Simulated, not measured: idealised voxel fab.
The document below concerns the process module designated voxel gate over fins.
This is section cut - it's 220 nm across, gridded in 5 nm square cells.
A cross-section is written here as square cells arranged in a grid, and it is given in bands from the top down, each band taking up one or more rows of cells.
Per band: top height and bottom height in nm, followed by the left-to-right materials and their widths in nm; "edge to edge" marks a single material spanning edge to edge, "air" marks empty space.
A quick word on heights: they are counted from 0, and under that level the wafer as it came to us is one material throughout. The lowest band is different from the rest in having no bottom; it simply continues downward, written as in "z 0 and below".
A two-number width, for instance "30 to 40", indicates that the width is equal to the first number in the top row of the band and to the second number in the bottom row, and that it changes by a constant amount per row of cells.
Where a step carries "left unchanged", the cross-section came out of it unchanged, cell for cell.
"Enclosed void list" specifies each empty space that is not open to the top and that occupies no fewer than 8 cells, using the form width x height at distance, the distance measured from the left edge and all three quantities in nm.
Post-settings text on a step line: simulator's own remark regarding the step.
overlay nm: how far to the right of its planned place the mask lay on this masked step (negative: to the left).
Quick note on how to read the rest: it's all pairs. You get the cross-section before a process step and the one after, but the after one only goes down as far as the lowest band that changed. The step in between, with its settings, sits under the pair. Heads up, the pairs can come from different runs of this module on the same starting wafer, so don't assume a pair picks up from the one above unless its "Before processing step" entry says it does.

[Before processing step]
> z 10 to 0: air: 40; SiN: 15; air: 25; SiN: 15; air: 25; SiN: 15; air: 25; SiN: 15; air: 45
> z 0 to -45: air: 40; SiO2: 5; Si: 5; SiO2: 5; air: 25; SiO2: 5; Si: 5; SiO2: 5; air: 25; SiO2: 5; Si: 5; SiO2: 5; air: 25; SiO2: 5; Si: 5; SiO2: 5; air: 45
> z -45 to -50: SiO2: 45; Si: 5; SiO2: 35; Si: 5; SiO2: 35; Si: 5; SiO2: 35; Si: 5; SiO2: 50
> z -50 and below: Si edge to edge
> Enclosed void list: none

[Step Result]
> z 15 to 10: SiO2 edge to edge
> z 10 to 0: SiO2: 40; SiN: 15; SiO2: 25; SiN: 15; SiO2: 25; SiN: 15; SiO2: 25; SiN: 15; SiO2: 45
> z 0 to -50: SiO2: 45; Si: 5; SiO2: 35; Si: 5; SiO2: 35; Si: 5; SiO2: 35; Si: 5; SiO2: 50
> Unchanged below -50.
> Enclosed void list: none
The process step bridging the two cross-sections above: FILL_DEP: material SiO2, thk nm 5

Before processing step: starting point is the after cross-section of the pair just above.

[Step Result]
> z 10 to 0: SiO2: 40; SiN: 15; SiO2: 25; SiN: 15; SiO2: 25; SiN: 15; SiO2: 25; SiN: 15; SiO2: 45
> Unchanged below 0.
> Enclosed void list: none
The process step bridging the two cross-sections above: CMP: height nm 10

Before processing step: starting point is the after cross-section of the pair just above.

[Step Result]
> z 10 to 0: air: 40; SiN: 15; air: 25; SiN: 15; air: 25; SiN: 15; air: 25; SiN: 15; air: 45
> z 0 to -15: air: 45; Si: 5; air: 35; Si: 5; air: 35; Si: 5; air: 35; Si: 5; air: 50
> Unchanged below -15.
> Enclosed void list: none
The process step bridging the two cross-sections above: SELECTIVE_ETCH: etch materials SiO2, depth nm 25

Before processing step: starting point is the after cross-section of the pair just above.

[Step Result]
> z 0 to -15: air: 45; Si: 5; air: 35; Si: 5; air: 35; Si: 5; air: 35; Si: 5; air: 50
> Unchanged below -15.
> Enclosed void list: none
The process step bridging the two cross-sections above: STRIP: etch materials SiN

Before processing step: starting point is the after cross-section of the pair just above.

[Step Result]
> z 5 to 0: air: 40; HfO2: 15; air: 25; HfO2: 15; air: 25; HfO2: 15; air: 25; HfO2: 15; air: 45
> z 0 to -10: air: 40; HfO2: 5; Si: 5; HfO2: 5; air: 25; HfO2: 5; Si: 5; HfO2: 5; air: 25; HfO2: 5; Si: 5; HfO2: 5; air: 25; HfO2: 5; Si: 5; HfO2: 5; air: 45
> z -10 to -15: HfO2: 45; Si: 5; HfO2: 35; Si: 5; HfO2: 35; Si: 5; HfO2: 35; Si: 5; HfO2: 50
> Unchanged below -15.
> Enclosed void list: none
The process step bridging the two cross-sections above: CONFORMAL_DEP: material HfO2, thk nm 5

Before processing step: starting point is the after cross-section of the pair just above.

[Step Result]
> z 10 to 5: air: 35; TiN: 25; air: 15; TiN: 25; air: 15; TiN: 25; air: 15; TiN: 25; air: 40
> z 5 to 0: air: 35; TiN: 5; HfO2: 15; TiN: 5; air: 15; TiN: 5; HfO2: 15; TiN: 5; air: 15; TiN: 5; HfO2: 15; TiN: 5; air: 15; TiN: 5; HfO2: 15; TiN: 5; air: 40
> z 0 to -5: air: 35; TiN: 5; HfO2: 5; Si: 5; HfO2: 5; TiN: 5; air: 15; TiN: 5; HfO2: 5; Si: 5; HfO2: 5; TiN: 5; air: 15; TiN: 5; HfO2: 5; Si: 5; HfO2: 5; TiN: 5; air: 15; TiN: 5; HfO2: 5; Si: 5; HfO2: 5; TiN: 5; air: 40
> z -5 to -10: TiN: 40; HfO2: 5; Si: 5; HfO2: 5; TiN: 25; HfO2: 5; Si: 5; HfO2: 5; TiN: 25; HfO2: 5; Si: 5; HfO2: 5; TiN: 25; HfO2: 5; Si: 5; HfO2: 5; TiN: 45
> Unchanged below -10.
> Enclosed void list: none
The process step bridging the two cross-sections above: CONFORMAL_DEP: material TiN, thk nm 5

Before processing step: starting point is the after cross-section of the pair just above.

[Step Result]
> z 15 to 10: air: 30; TiAl: 35; air: 5; TiAl: 35; air: 5; TiAl: 35; air: 5; TiAl: 35; air: 35
> z 10 to 5: air: 30; TiAl: 5; TiN: 25; TiAl: 5; air: 5; TiAl: 5; TiN: 25; TiAl: 5; air: 5; TiAl: 5; TiN: 25; TiAl: 5; air: 5; TiAl: 5; TiN: 25; TiAl: 5; air: 35
> z 5 to 0: air: 30; TiAl: 5; TiN: 5; HfO2: 15; TiN: 5; TiAl: 5; air: 5; TiAl: 5; TiN: 5; HfO2: 15; TiN: 5; TiAl: 5; air: 5; TiAl: 5; TiN: 5; HfO2: 15; TiN: 5; TiAl: 5; air: 5; TiAl: 5; TiN: 5; HfO2: 15; TiN: 5; TiAl: 5; air: 35
> z 0 to -5: TiAl: 35; TiN: 5; HfO2: 5; Si: 5; HfO2: 5; TiN: 5; TiAl: 15; TiN: 5; HfO2: 5; Si: 5; HfO2: 5; TiN: 5; TiAl: 15; TiN: 5; HfO2: 5; Si: 5; HfO2: 5; TiN: 5; TiAl: 15; TiN: 5; HfO2: 5; Si: 5; HfO2: 5; TiN: 5; TiAl: 40
> Unchanged below -5.
> Enclosed void list: none
The process step bridging the two cross-sections above: CONFORMAL_DEP: material TiAl, thk nm 5

Before processing step: starting point is the after cross-section of the pair just above.

[Step Result]
> z 20 to 15: air: 25; TiN: 165; air: 30
> z 15 to 10: air: 25; TiN: 5; TiAl: 35; TiN: 5; TiAl: 35; TiN: 5; TiAl: 35; TiN: 5; TiAl: 35; TiN: 5; air: 30
> z 10 to 5: air: 25; TiN: 5; TiAl: 5; TiN: 25; TiAl: 5; TiN: 5; TiAl: 5; TiN: 25; TiAl: 5; TiN: 5; TiAl: 5; TiN: 25; TiAl: 5; TiN: 5; TiAl: 5; TiN: 25; TiAl: 5; TiN: 5; air: 30
> z 5 to 0: TiN: 30; TiAl: 5; TiN: 5; HfO2: 15; TiN: 5; TiAl: 5; TiN: 5; TiAl: 5; TiN: 5; HfO2: 15; TiN: 5; TiAl: 5; TiN: 5; TiAl: 5; TiN: 5; HfO2: 15; TiN: 5; TiAl: 5; TiN: 5; TiAl: 5; TiN: 5; HfO2: 15; TiN: 5; TiAl: 5; TiN: 35
> Unchanged below 0.
> Enclosed void list: none
The process step bridging the two cross-sections above: CONFORMAL_DEP: material TiN, thk nm 5

Before processing step: starting point is the after cross-section of the pair just above.

[Step Result]
> z 35 to 20: W edge to edge
> z 20 to 15: W: 25; TiN: 165; W: 30
> z 15 to 10: W: 25; TiN: 5; TiAl: 35; TiN: 5; TiAl: 35; TiN: 5; TiAl: 35; TiN: 5; TiAl: 35; TiN: 5; W: 30
> z 10 to 5: W: 25; TiN: 5; TiAl: 5; TiN: 25; TiAl: 5; TiN: 5; TiAl: 5; TiN: 25; TiAl: 5; TiN: 5; TiAl: 5; TiN: 25; TiAl: 5; TiN: 5; TiAl: 5; TiN: 25; TiAl: 5; TiN: 5; W: 30
> Unchanged below 5.
> Enclosed void list: none
The process step bridging the two cross-sections above: FILL_DEP: material W, thk nm 15

Before processing step: starting point is the after cross-section of the pair just above.

[Step Result]
> z 30 to 20: W edge to edge
> Unchanged below 20.
> Enclosed void list: none
The process step bridging the two cross-sections above: CMP: height nm 30

Before processing step: starting point is the after cross-section of the pair just above.

[Step Result]
> z 35 to 30: SiCN edge to edge
> Unchanged below 30.
> Enclosed void list: none
The process step bridging the two cross-sections above: CONFORMAL_DEP: material SiCN, thk nm 5

[Before processing step]
> z 25 to 10: aC edge to edge
> z 10 to 0: SiN edge to edge
> z 0 and below: Si edge to edge
> Enclosed void list: none

[Step Result]
> z 60 to 25: air: 35; resist: 25; air: 15; resist: 25; air: 15; resist: 25; air: 15; resist: 25; air: 40
> Unchanged below 25.
> Enclosed void list: none
The process step bridging the two cross-sections above: PATTERN: tone cover, mask id FINS, material resist, width nm 25, pitch nm 40, thk nm 35, overlay nm 0

Before processing step: starting point is the after cross-section of the pair just above.

[Step Result]
> z 45 to 25: air: 35; resist: 25; air: 15; resist: 25; air: 15; resist: 25; air: 15; resist: 25; air: 40
> z 25 to 10: air: 35; aC: 25; air: 15; aC: 25; air: 15; aC: 25; air: 15; aC: 25; air: 40
> Unchanged below 10.
> Enclosed void list: none
The process step bridging the two cross-sections above: DIRECTIONAL_ETCH: etch materials aC, depth nm 15

Before processing step: starting point is the after cross-section of the pair just above.

[Step Result]
> z 25 to 10: air: 35; aC: 25; air: 15; aC: 25; air: 15; aC: 25; air: 15; aC: 25; air: 40
> Unchanged below 10.
> Enclosed void list: none
The process step bridging the two cross-sections above: STRIP: etch materials resist

Before processing step: starting point is the after cross-section of the pair just above.

[Step Result]
> z 25 to 10: air: 35; aC: 25; air: 15; aC: 25; air: 15; aC: 25; air: 15; aC: 25; air: 40
> z 10 to 0: air: 35; SiN: 25; air: 15; SiN: 25; air: 15; SiN: 25; air: 15; SiN: 25; air: 40
> Unchanged below 0.
> Enclosed void list: none
The process step bridging the two cross-sections above: DIRECTIONAL_ETCH: etch materials SiN, depth nm 10

Before processing step: starting point is the after cross-section of the pair just above.

[Step Result]
> z 25 to 10: air: 35; aC: 25; air: 15; aC: 25; air: 15; aC: 25; air: 15; aC: 25; air: 40
> z 10 to 0: air: 35; SiN: 25; air: 15; SiN: 25; air: 15; SiN: 25; air: 15; SiN: 25; air: 40
> z 0 to -40: air: 35; Si: 25; air: 15; Si: 25; air: 15; Si: 25; air: 15; Si: 25; air: 40
> Unchanged below -40.
> Enclosed void list: none
The process step bridging the two cross-sections above: DIRECTIONAL_ETCH: etch materials Si, depth nm 40

Before processing step: starting point is the after cross-section of the pair just above.

[Step Result]
> z 10 to 0: air: 35; SiN: 25; air: 15; SiN: 25; air: 15; SiN: 25; air: 15; SiN: 25; air: 40
> Unchanged below 0.
> Enclosed void list: none
The process step bridging the two cross-sections above: STRIP: etch materials aC

Before processing step: starting point is the after cross-section of the pair just above.

[Step Result]
> z 10 to 0: air: 35; SiN: 25; air: 15; SiN: 25; air: 15; SiN: 25; air: 15; SiN: 25; air: 40
> z 0 to -40: air: 35; SiO2: 5; Si: 15; SiO2: 5; air: 15; SiO2: 5; Si: 15; SiO2: 5; air: 15; SiO2: 5; Si: 15; SiO2: 5; air: 15; SiO2: 5; Si: 15; SiO2: 5; air: 40
> z -40 to -45: SiO2: 40; Si: 15; SiO2: 25; Si: 15; SiO2: 25; Si: 15; SiO2: 25; Si: 15; SiO2: 45
> Unchanged below -45.
> Enclosed void list: none
The process step bridging the two cross-sections above: OXIDIZE: depth nm 5

Before processing step: starting point is the after cross-section of the pair just above.

[Step Result]
> z 15 to 10: SiO2 edge to edge
> z 10 to 0: SiO2: 35; SiN: 25; SiO2: 15; SiN: 25; SiO2: 15; SiN: 25; SiO2: 15; SiN: 25; SiO2: 40
> z 0 to -45: SiO2: 40; Si: 15; SiO2: 25; Si: 15; SiO2: 25; Si: 15; SiO2: 25; Si: 15; SiO2: 45
> Unchanged below -45.
> Enclosed void list: none
The process step bridging the two cross-sections above: FILL_DEP: material SiO2, thk nm 5

Before processing step: starting point is the after cross-section of the pair just above.

[Step Result]
> z 10 to 0: SiO2: 35; SiN: 25; SiO2: 15; SiN: 25; SiO2: 15; SiN: 25; SiO2: 15; SiN: 25; SiO2: 40
> Unchanged below 0.
> Enclosed void list: none
The process step bridging the two cross-sections above: CMP: height nm 10

Before processing step: starting point is the after cross-section of the pair just above.

[Step Result]
> z 10 to 0: air: 35; SiN: 25; air: 15; SiN: 25; air: 15; SiN: 25; air: 15; SiN: 25; air: 40
> z 0 to -15: air: 40; Si: 15; air: 25; Si: 15; air: 25; Si: 15; air: 25; Si: 15; air: 45
> Unchanged below -15.
> Enclosed void list: none
The process step bridging the two cross-sections above: SELECTIVE_ETCH: etch materials SiO2, depth nm 25

Before processing step: starting point is the after cross-section of the pair just above.

[Step Result]
> z 0 to -15: air: 40; Si: 15; air: 25; Si: 15; air: 25; Si: 15; air: 25; Si: 15; air: 45
> Unchanged below -15.
> Enclosed void list: none
The process step bridging the two cross-sections above: STRIP: etch materials SiN

Before processing step: starting point is the after cross-section of the pair just above.

[Step Result]
> z 5 to 0: air: 35; HfO2: 25; air: 15; HfO2: 25; air: 15; HfO2: 25; air: 15; HfO2: 25; air: 40
> z 0 to -10: air: 35; HfO2: 5; Si: 15; HfO2: 5; air: 15; HfO2: 5; Si: 15; HfO2: 5; air: 15; HfO2: 5; Si: 15; HfO2: 5; air: 15; HfO2: 5; Si: 15; HfO2: 5; air: 40
> z -10 to -15: HfO2: 40; Si: 15; HfO2: 25; Si: 15; HfO2: 25; Si: 15; HfO2: 25; Si: 15; HfO2: 45
> Unchanged below -15.
> Enclosed void list: none
The process step bridging the two cross-sections above: CONFORMAL_DEP: material HfO2, thk nm 5

Before processing step: starting point is the after cross-section of the pair just above.

[Step Result]
> z 10 to 5: air: 30; TiN: 35; air: 5; TiN: 35; air: 5; TiN: 35; air: 5; TiN: 35; air: 35
> z 5 to 0: air: 30; TiN: 5; HfO2: 25; TiN: 5; air: 5; TiN: 5; HfO2: 25; TiN: 5; air: 5; TiN: 5; HfO2: 25; TiN: 5; air: 5; TiN: 5; HfO2: 25; TiN: 5; air: 35
> z 0 to -5: air: 30; TiN: 5; HfO2: 5; Si: 15; HfO2: 5; TiN: 5; air: 5; TiN: 5; HfO2: 5; Si: 15; HfO2: 5; TiN: 5; air: 5; TiN: 5; HfO2: 5; Si: 15; HfO2: 5; TiN: 5; air: 5; TiN: 5; HfO2: 5; Si: 15; HfO2: 5; TiN: 5; air: 35
> z -5 to -10: TiN: 35; HfO2: 5; Si: 15; HfO2: 5; TiN: 15; HfO2: 5; Si: 15; HfO2: 5; TiN: 15; HfO2: 5; Si: 15; HfO2: 5; TiN: 15; HfO2: 5; Si: 15; HfO2: 5; TiN: 40
> Unchanged below -10.
> Enclosed void list: none
The process step bridging the two cross-sections above: CONFORMAL_DEP: material TiN, thk nm 5

Before processing step: starting point is the after cross-section of the pair just above.

[Step Result]
> z 15 to 10: air: 25; TiAl: 165; air: 30
> z 10 to 5: air: 25; TiAl: 5; TiN: 35; TiAl: 5; TiN: 35; TiAl: 5; TiN: 35; TiAl: 5; TiN: 35; TiAl: 5; air: 30
> z 5 to 0: air: 25; TiAl: 5; TiN: 5; HfO2: 25; TiN: 5; TiAl: 5; TiN: 5; HfO2: 25; TiN: 5; TiAl: 5; TiN: 5; HfO2: 25; TiN: 5; TiAl: 5; TiN: 5; HfO2: 25; TiN: 5; TiAl: 5; air: 30
> z 0 to -5: TiAl: 30; TiN: 5; HfO2: 5; Si: 15; HfO2: 5; TiN: 5; TiAl: 5; TiN: 5; HfO2: 5; Si: 15; HfO2: 5; TiN: 5; TiAl: 5; TiN: 5; HfO2: 5; Si: 15; HfO2: 5; TiN: 5; TiAl: 5; TiN: 5; HfO2: 5; Si: 15; HfO2: 5; TiN: 5; TiAl: 35
> Unchanged below -5.
> Enclosed void list: none
The process step bridging the two cross-sections above: CONFORMAL_DEP: material TiAl, thk nm 5

Before processing step: starting point is the after cross-section of the pair just above.

[Step Result]
> z 20 to 15: air: 20; TiN: 175; air: 25
> z 15 to 10: air: 20; TiN: 5; TiAl: 165; TiN: 5; air: 25
> z 10 to 5: air: 20; TiN: 5; TiAl: 5; TiN: 35; TiAl: 5; TiN: 35; TiAl: 5; TiN: 35; TiAl: 5; TiN: 35; TiAl: 5; TiN: 5; air: 25
> z 5 to 0: TiN: 25; TiAl: 5; TiN: 5; HfO2: 25; TiN: 5; TiAl: 5; TiN: 5; HfO2: 25; TiN: 5; TiAl: 5; TiN: 5; HfO2: 25; TiN: 5; TiAl: 5; TiN: 5; HfO2: 25; TiN: 5; TiAl: 5; TiN: 30
> Unchanged below 0.
> Enclosed void list: none
The process step bridging the two cross-sections above: CONFORMAL_DEP: material TiN, thk nm 5

Before processing step: starting point is the after cross-section of the pair just above.

[Step Result]
> z 35 to 20: W edge to edge
> z 20 to 15: W: 20; TiN: 175; W: 25
> z 15 to 10: W: 20; TiN: 5; TiAl: 165; TiN: 5; W: 25
> z 10 to 5: W: 20; TiN: 5; TiAl: 5; TiN: 35; TiAl: 5; TiN: 35; TiAl: 5; TiN: 35; TiAl: 5; TiN: 35; TiAl: 5; TiN: 5; W: 25
> Unchanged below 5.
> Enclosed void list: none
The process step bridging the two cross-sections above: FILL_DEP: material W, thk nm 15

Before processing step: starting point is the after cross-section of the pair just above.

[Step Result]
> z 30 to 20: W edge to edge
> Unchanged below 20.
> Enclosed void list: none
The process step bridging the two cross-sections above: CMP: height nm 30

Before processing step: starting point is the after cross-section of the pair just above.

[Step Result]
> z 35 to 30: SiCN edge to edge
> Unchanged below 30.
> Enclosed void list: none
The process step bridging the two cross-sections above: CONFORMAL_DEP: material SiCN, thk nm 5

[Before processing step]
> z 25 to 10: aC edge to edge
> z 10 to 0: SiN edge to edge
> z 0 and below: Si edge to edge
> Enclosed void list: none

[Step Result]
> z 60 to 25: air: 45; resist: 15; air: 25; resist: 15; air: 25; resist: 15; air: 25; resist: 15; air: 40
> Unchanged below 25.
> Enclosed void list: none
The process step bridging the two cross-sections above: PATTERN: tone cover, mask id FINS, material resist, width nm 15, pitch nm 40, thk nm 35, overlay nm 5

Before processing step: starting point is the after cross-section of the pair just above.

[Step Result]
> z 45 to 25: air: 45; resist: 15; air: 25; resist: 15; air: 25; resist: 15; air: 25; resist: 15; air: 40
> z 25 to 10: air: 45; aC: 15; air: 25; aC: 15; air: 25; aC: 15; air: 25; aC: 15; air: 40
> Unchanged below 10.
> Enclosed void list: none
The process step bridging the two cross-sections above: DIRECTIONAL_ETCH: etch materials aC, depth nm 15

Before processing step: starting point is the after cross-section of the pair just above.

[Step Result]
> z 25 to 10: air: 45; aC: 15; air: 25; aC: 15; air: 25; aC: 15; air: 25; aC: 15; air: 40
> Unchanged below 10.
> Enclosed void list: none
The process step bridging the two cross-sections above: STRIP: etch materials resist

Before processing step: starting point is the after cross-section of the pair just above.

[Step Result]
> z 25 to 10: air: 45; aC: 15; air: 25; aC: 15; air: 25; aC: 15; air: 25; aC: 15; air: 40
> z 10 to 0: air: 45; SiN: 15; air: 25; SiN: 15; air: 25; SiN: 15; air: 25; SiN: 15; air: 40
> Unchanged below 0.
> Enclosed void list: none
The process step bridging the two cross-sections above: DIRECTIONAL_ETCH: etch materials SiN, depth nm 10

Before processing step: starting point is the after cross-section of the pair just above.

[Step Result]
> z 25 to 10: air: 45; aC: 15; air: 25; aC: 15; air: 25; aC: 15; air: 25; aC: 15; air: 40
> z 10 to 0: air: 45; SiN: 15; air: 25; SiN: 15; air: 25; SiN: 15; air: 25; SiN: 15; air: 40
> z 0 to -40: air: 45; Si: 15; air: 25; Si: 15; air: 25; Si: 15; air: 25; Si: 15; air: 40
> Unchanged below -40.
> Enclosed void list: none
The process step bridging the two cross-sections above: DIRECTIONAL_ETCH: etch materials Si, depth nm 40

Before processing step: starting point is the after cross-section of the pair just above.

[Step Result]
> z 10 to 0: air: 45; SiN: 15; air: 25; SiN: 15; air: 25; SiN: 15; air: 25; SiN: 15; air: 40
> Unchanged below 0.
> Enclosed void list: none
The process step bridging the two cross-sections above: STRIP: etch materials aC

Before processing step: starting point is the after cross-section of the pair just above.

[Step Result]
> z 10 to 0: air: 45; SiN: 15; air: 25; SiN: 15; air: 25; SiN: 15; air: 25; SiN: 15; air: 40
> z 0 to -40: air: 45; SiO2: 5; Si: 5; SiO2: 5; air: 25; SiO2: 5; Si: 5; SiO2: 5; air: 25; SiO2: 5; Si: 5; SiO2: 5; air: 25; SiO2: 5; Si: 5; SiO2: 5; air: 40
> z -40 to -45: SiO2: 50; Si: 5; SiO2: 35; Si: 5; SiO2: 35; Si: 5; SiO2: 35; Si: 5; SiO2: 45
> Unchanged below -45.
> Enclosed void list: none
The process step bridging the two cross-sections above: OXIDIZE: depth nm 5

Before processing step: starting point is the after cross-section of the pair just above.

[Step Result]
> z 15 to 10: SiO2 edge to edge
> z 10 to 0: SiO2: 45; SiN: 15; SiO2: 25; SiN: 15; SiO2: 25; SiN: 15; SiO2: 25; SiN: 15; SiO2: 40
> z 0 to -45: SiO2: 50; Si: 5; SiO2: 35; Si: 5; SiO2: 35; Si: 5; SiO2: 35; Si: 5; SiO2: 45
> Unchanged below -45.
> Enclosed void list: none
The process step bridging the two cross-sections above: FILL_DEP: material SiO2, thk nm 5

Before processing step: starting point is the after cross-section of the pair just above.

[Step Result]
> z 10 to 0: SiO2: 45; SiN: 15; SiO2: 25; SiN: 15; SiO2: 25; SiN: 15; SiO2: 25; SiN: 15; SiO2: 40
> Unchanged below 0.
> Enclosed void list: none
The process step bridging the two cross-sections above: CMP: height nm 10

Before processing step: starting point is the after cross-section of the pair just above.

[Step Result]
> z 10 to 0: air: 45; SiN: 15; air: 25; SiN: 15; air: 25; SiN: 15; air: 25; SiN: 15; air: 40
> z 0 to -15: air: 50; Si: 5; air: 35; Si: 5; air: 35; Si: 5; air: 35; Si: 5; air: 45
> Unchanged below -15.
> Enclosed void list: none
The process step bridging the two cross-sections above: SELECTIVE_ETCH: etch materials SiO2, depth nm 25

Before processing step: starting point is the after cross-section of the pair just above.

[Step Result]
> z 0 to -15: air: 50; Si: 5; air: 35; Si: 5; air: 35; Si: 5; air: 35; Si: 5; air: 45
> Unchanged below -15.
> Enclosed void list: none
The process step bridging the two cross-sections above: STRIP: etch materials SiN

Before processing step: starting point is the after cross-section of the pair just above.

[Step Result]
> z 5 to 0: air: 45; HfO2: 15; air: 25; HfO2: 15; air: 25; HfO2: 15; air: 25; HfO2: 15; air: 40
> z 0 to -10: air: 45; HfO2: 5; Si: 5; HfO2: 5; air: 25; HfO2: 5; Si: 5; HfO2: 5; air: 25; HfO2: 5; Si: 5; HfO2: 5; air: 25; HfO2: 5; Si: 5; HfO2: 5; air: 40
> z -10 to -15: HfO2: 50; Si: 5; HfO2: 35; Si: 5; HfO2: 35; Si: 5; HfO2: 35; Si: 5; HfO2: 45
> Unchanged below -15.
> Enclosed void list: none
The process step bridging the two cross-sections above: CONFORMAL_DEP: material HfO2, thk nm 5

Before processing step: starting point is the after cross-section of the pair just above.

[Step Result]
> z 10 to 5: air: 40; TiN: 25; air: 15; TiN: 25; air: 15; TiN: 25; air: 15; TiN: 25; air: 35
> z 5 to 0: air: 40; TiN: 5; HfO2: 15; TiN: 5; air: 15; TiN: 5; HfO2: 15; TiN: 5; air: 15; TiN: 5; HfO2: 15; TiN: 5; air: 15; TiN: 5; HfO2: 15; TiN: 5; air: 35
> z 0 to -5: air: 40; TiN: 5; HfO2: 5; Si: 5; HfO2: 5; TiN: 5; air: 15; TiN: 5; HfO2: 5; Si: 5; HfO2: 5; TiN: 5; air: 15; TiN: 5; HfO2: 5; Si: 5; HfO2: 5; TiN: 5; air: 15; TiN: 5; HfO2: 5; Si: 5; HfO2: 5; TiN: 5; air: 35
> z -5 to -10: TiN: 45; HfO2: 5; Si: 5; HfO2: 5; TiN: 25; HfO2: 5; Si: 5; HfO2: 5; TiN: 25; HfO2: 5; Si: 5; HfO2: 5; TiN: 25; HfO2: 5; Si: 5; HfO2: 5; TiN: 40
> Unchanged below -10.
> Enclosed void list: none
The process step bridging the two cross-sections above: CONFORMAL_DEP: material TiN, thk nm 5

Before processing step: starting point is the after cross-section of the pair just above.

[Step Result]
> z 15 to 10: air: 35; TiAl: 35; air: 5; TiAl: 35; air: 5; TiAl: 35; air: 5; TiAl: 35; air: 30
> z 10 to 5: air: 35; TiAl: 5; TiN: 25; TiAl: 5; air: 5; TiAl: 5; TiN: 25; TiAl: 5; air: 5; TiAl: 5; TiN: 25; TiAl: 5; air: 5; TiAl: 5; TiN: 25; TiAl: 5; air: 30
> z 5 to 0: air: 35; TiAl: 5; TiN: 5; HfO2: 15; TiN: 5; TiAl: 5; air: 5; TiAl: 5; TiN: 5; HfO2: 15; TiN: 5; TiAl: 5; air: 5; TiAl: 5; TiN: 5; HfO2: 15; TiN: 5; TiAl: 5; air: 5; TiAl: 5; TiN: 5; HfO2: 15; TiN: 5; TiAl: 5; air: 30
> z 0 to -5: TiAl: 40; TiN: 5; HfO2: 5; Si: 5; HfO2: 5; TiN: 5; TiAl: 15; TiN: 5; HfO2: 5; Si: 5; HfO2: 5; TiN: 5; TiAl: 15; TiN: 5; HfO2: 5; Si: 5; HfO2: 5; TiN: 5; TiAl: 15; TiN: 5; HfO2: 5; Si: 5; HfO2: 5; TiN: 5; TiAl: 35
> Unchanged below -5.
> Enclosed void list: none
The process step bridging the two cross-sections above: CONFORMAL_DEP: material TiAl, thk nm 5

Before processing step: starting point is the after cross-section of the pair just above.

[Step Result]
> z 20 to 15: air: 30; TiN: 165; air: 25
> z 15 to 10: air: 30; TiN: 5; TiAl: 35; TiN: 5; TiAl: 35; TiN: 5; TiAl: 35; TiN: 5; TiAl: 35; TiN: 5; air: 25
> z 10 to 5: air: 30; TiN: 5; TiAl: 5; TiN: 25; TiAl: 5; TiN: 5; TiAl: 5; TiN: 25; TiAl: 5; TiN: 5; TiAl: 5; TiN: 25; TiAl: 5; TiN: 5; TiAl: 5; TiN: 25; TiAl: 5; TiN: 5; air: 25
> z 5 to 0: TiN: 35; TiAl: 5; TiN: 5; HfO2: 15; TiN: 5; TiAl: 5; TiN: 5; TiAl: 5; TiN: 5; HfO2: 15; TiN: 5; TiAl: 5; TiN: 5; TiAl: 5; TiN: 5; HfO2: 15; TiN: 5; TiAl: 5; TiN: 5; TiAl: 5; TiN: 5; HfO2: 15; TiN: 5; TiAl: 5; TiN: 30
> Unchanged below 0.
> Enclosed void list: none
The process step bridging the two cross-sections above: CONFORMAL_DEP: material TiN, thk nm 5

Before processing step: starting point is the after cross-section of the pair just above.

[Step Result]
> z 35 to 20: W edge to edge
> z 20 to 15: W: 30; TiN: 165; W: 25
> z 15 to 10: W: 30; TiN: 5; TiAl: 35; TiN: 5; TiAl: 35; TiN: 5; TiAl: 35; TiN: 5; TiAl: 35; TiN: 5; W: 25
> z 10 to 5: W: 30; TiN: 5; TiAl: 5; TiN: 25; TiAl: 5; TiN: 5; TiAl: 5; TiN: 25; TiAl: 5; TiN: 5; TiAl: 5; TiN: 25; TiAl: 5; TiN: 5; TiAl: 5; TiN: 25; TiAl: 5; TiN: 5; W: 25
> Unchanged below 5.
> Enclosed void list: none
The process step bridging the two cross-sections above: FILL_DEP: material W, thk nm 15

Before processing step: starting point is the after cross-section of the pair just above.

[Step Result]
> z 30 to 20: W edge to edge
> Unchanged below 20.
> Enclosed void list: none
The process step bridging the two cross-sections above: CMP: height nm 30

Before processing step: starting point is the after cross-section of the pair just above.

[Step Result]
> z 35 to 30: SiCN edge to edge
> Unchanged below 30.
> Enclosed void list: none
The process step bridging the two cross-sections above: CONFORMAL_DEP: material SiCN, thk nm 5

[Before processing step]
> z 0 to -15: air: 45; Si: 5; air: 35; Si: 5; air: 35; Si: 5; air: 35; Si: 5; air: 50
> z -15 to -45: SiO2: 45; Si: 5; SiO2: 35; Si: 5; SiO2: 35; Si: 5; SiO2: 35; Si: 5; SiO2: 50
> z -45 and below: Si edge to edge
> Enclosed void list: none

[Step Result]
> z 5 to 0: air: 40; SiN: 15; air: 25; SiN: 15; air: 25; SiN: 15; air: 25; SiN: 15; air: 45
> z 0 to -10: air: 40; SiN: 5; Si: 5; SiN: 5; air: 25; SiN: 5; Si: 5; SiN: 5; air: 25; SiN: 5; Si: 5; SiN: 5; air: 25; SiN: 5; Si: 5; SiN: 5; air: 45
> z -10 to -15: SiN: 45; Si: 5; SiN: 35; Si: 5; SiN: 35; Si: 5; SiN: 35; Si: 5; SiN: 50
> Unchanged below -15.
> Enclosed void list: none
The process step bridging the two cross-sections above: CONFORMAL_DEP: material SiN, thk nm 5

Before processing step: starting point is the after cross-section of the pair just above.

[Step Result]
> z 10 to 5: air: 35; TiN: 25; air: 15; TiN: 25; air: 15; TiN: 25; air: 15; TiN: 25; air: 40
> z 5 to 0: air: 35; TiN: 5; SiN: 15; TiN: 5; air: 15; TiN: 5; SiN: 15; TiN: 5; air: 15; TiN: 5; SiN: 15; TiN: 5; air: 15; TiN: 5; SiN: 15; TiN: 5; air: 40
> z 0 to -5: air: 35; TiN: 5; SiN: 5; Si: 5; SiN: 5; TiN: 5; air: 15; TiN: 5; SiN: 5; Si: 5; SiN: 5; TiN: 5; air: 15; TiN: 5; SiN: 5; Si: 5; SiN: 5; TiN: 5; air: 15; TiN: 5; SiN: 5; Si: 5; SiN: 5; TiN: 5; air: 40
> z -5 to -10: TiN: 40; SiN: 5; Si: 5; SiN: 5; TiN: 25; SiN: 5; Si: 5; SiN: 5; TiN: 25; SiN: 5; Si: 5; SiN: 5; TiN: 25; SiN: 5; Si: 5; SiN: 5; TiN: 45
> Unchanged below -10.
> Enclosed void list: none
The process step bridging the two cross-sections above: CONFORMAL_DEP: material TiN, thk nm 5
